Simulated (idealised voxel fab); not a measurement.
process module | voxel trench capacitor
cross-section cut | 275 nm wide | cells 5 nm
A cross-section is a grid of square cells, given in bands from the top down. A band is one or more rows of cells.
Each band's line starts with the height of the band's top and of its bottom, in nm. Then come its materials from left to right, each with its width in nm. One material with "throughout" fills the band from edge to edge. "air" is empty space.
Height 0 is the level under which the wafer as received is all one material. The lowest band goes on downwards, as in "0 down".
A width such as "30 to 40" changes by the same amount from each row of cells to the next, from the band's top row to its bottom row.
"no change" after a step means that no cell of the cross-section changed.
closed voids: empty space of 8 cells or more with no open way to the top, each as width x height at its distance from the left edge, in nm
after a step's settings: what the simulator itself notes on the step
overlay nm, on a step with a mask: how far to the right of its planned place the mask lay; to the left if negative
plan
1 op RECEIVE | material Si
2 op CONFORMAL_DEP | material SiN | thk nm 10
3 op DIRECTIONAL_DEP | material aC | thk nm 10
4 op PATTERN | tone open | mask id TRENCH | material resist | width nm 25 | pitch nm 45 | thk nm 30 | overlay nm 0
5 op DIRECTIONAL_ETCH | etch materials aC | depth nm 10
6 op STRIP | etch materials resist
7 op DIRECTIONAL_ETCH | etch materials SiN | depth nm 10
8 op DIRECTIONAL_ETCH | etch materials Si | depth nm 25
9 op STRIP | etch materials aC
10 op CONFORMAL_DEP | material HfO2 | thk nm 5
11 op CONFORMAL_DEP | material TiN | thk nm 5
12 op FILL_DEP | material W | thk nm 10
13 op CMP | height nm 10
as received, after step 1
  0 down: Si throughout
  closed voids: none
a wafer at the end: this start, this plan, one mistake
  10 to 0: SiN 55 | HfO2 5 | TiN 5 | W 5 | TiN 5 | HfO2 5 | SiN 20 | HfO2 5 | TiN 5 | W 5 | TiN 5 | HfO2 5 | SiN 20 | HfO2 5 | TiN 5 | W 5 | TiN 5 | HfO2 5 | SiN 20 | HfO2 5 | TiN 5 | W 5 | TiN 5 | HfO2 5 | SiN 60
  0 to -40: Si 55 | HfO2 5 | TiN 5 | W 5 | TiN 5 | HfO2 5 | Si 20 | HfO2 5 | TiN 5 | W 5 | TiN 5 | HfO2 5 | Si 20 | HfO2 5 | TiN 5 | W 5 | TiN 5 | HfO2 5 | Si 20 | HfO2 5 | TiN 5 | W 5 | TiN 5 | HfO2 5 | Si 60
  -40 to -45: Si 55 | HfO2 5 | TiN 15 | HfO2 5 | Si 20 | HfO2 5 | TiN 15 | HfO2 5 | Si 20 | HfO2 5 | TiN 15 | HfO2 5 | Si 20 | HfO2 5 | TiN 15 | HfO2 5 | Si 60
  -45 to -50: Si 55 | HfO2 25 | Si 20 | HfO2 25 | Si 20 | HfO2 25 | Si 20 | HfO2 25 | Si 60
  -50 down: Si throughout
  closed voids: none
what went wrong: step 8 was run twice
